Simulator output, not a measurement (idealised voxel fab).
This section sets out a process module, namely voxel quadruple lines.
cross-section cut | 300 nm wide | cells 5 nm
How to read a cross-section here: the picture is a grid of square cells, written as bands going from the top down, and any band can span one or more rows of cells. It is stipulated that each band's entry specify, in nanometres, the height of the top of the band and then that of its bottom, followed by the materials of the band in left-to-right sequence, each together with its width in nanometres. A single material marked by the word "edge to edge" is understood to fill the band from edge to edge; the word "empty" is understood to denote empty space. Heads up on the height convention: 0 is the point under which the incoming wafer is all one material, and the lowest band has no bottom, it just keeps going down, like "0 nm and below". Width "30..40": first value at the band's top row of cells, second value at its bottom row, equal change from row to row. Given "stayed the same" for a step, no cell of the cross-section differs between before and after that step. Closed empty spaces (no open way to the top) of 8 cells or more are what "Cavities, closed" lists, each as width x height at distance from the left edge, nm for all three. Whatever follows a step's settings on its line is a remark the simulator itself makes about that step. overlay nm: mask offset rightward from planned place, masked step; negative means leftward offset.

THIS SECTION LISTS THE PROCESS STEPS THAT WERE PLANNED
1: RECEIVE: material Si
2: CONFORMAL_DEP: material Al2O3, thk nm 5
3: DIRECTIONAL_DEP: material W, thk nm 10
4: DIRECTIONAL_DEP: material polySi, thk nm 15
5: DIRECTIONAL_DEP: material aC, thk nm 25
6: PATTERN: tone cover, mask id MANDREL, material resist, width nm 30, pitch nm 80, thk nm 30, overlay nm 0
7: DIRECTIONAL_ETCH: etch materials aC, depth nm 25
8: STRIP: etch materials resist
9: CONFORMAL_DEP: material SiO2, thk nm 10
10: DIRECTIONAL_ETCH: etch materials SiO2, depth nm 10
11: STRIP: etch materials aC
12: DIRECTIONAL_ETCH: etch materials polySi, depth nm 15
13: STRIP: etch materials SiO2
14: CONFORMAL_DEP: material SiN, thk nm 10
15: DIRECTIONAL_ETCH: etch materials SiN, depth nm 10
16: STRIP: etch materials polySi
17: DIRECTIONAL_ETCH: etch materials W, depth nm 10
18: STRIP: etch materials SiN

WAFER AS RECEIVED: CROSS-SECTION FOLLOWING STEP 1
	0 nm and below | Si edge to edge
	Cavities, closed: none

HERE'S THE WAFER CUT IN CROSS-SECTION AFTER THE MODULE, STARTED AND PLANNED JUST LIKE ABOVE, EXCEPT ONE THING WAS DONE WRONG IN THE RUN
	15 nm to 5 nm | empty (85), W (10), empty (10), W (10), empty (10), W (10), empty (30), W (10), empty (10), W (10), empty (10), W (10), empty (85)
	5 nm to 0 nm | Al2O3 edge to edge
	0 nm and below | Si edge to edge
	Cavities, closed: none
Misprocessing identified: step 6 deviated from plan and actually ran as PATTERN: tone open, mask id MANDREL, material resist, width nm 30, pitch nm 80, thk nm 30, overlay nm 0
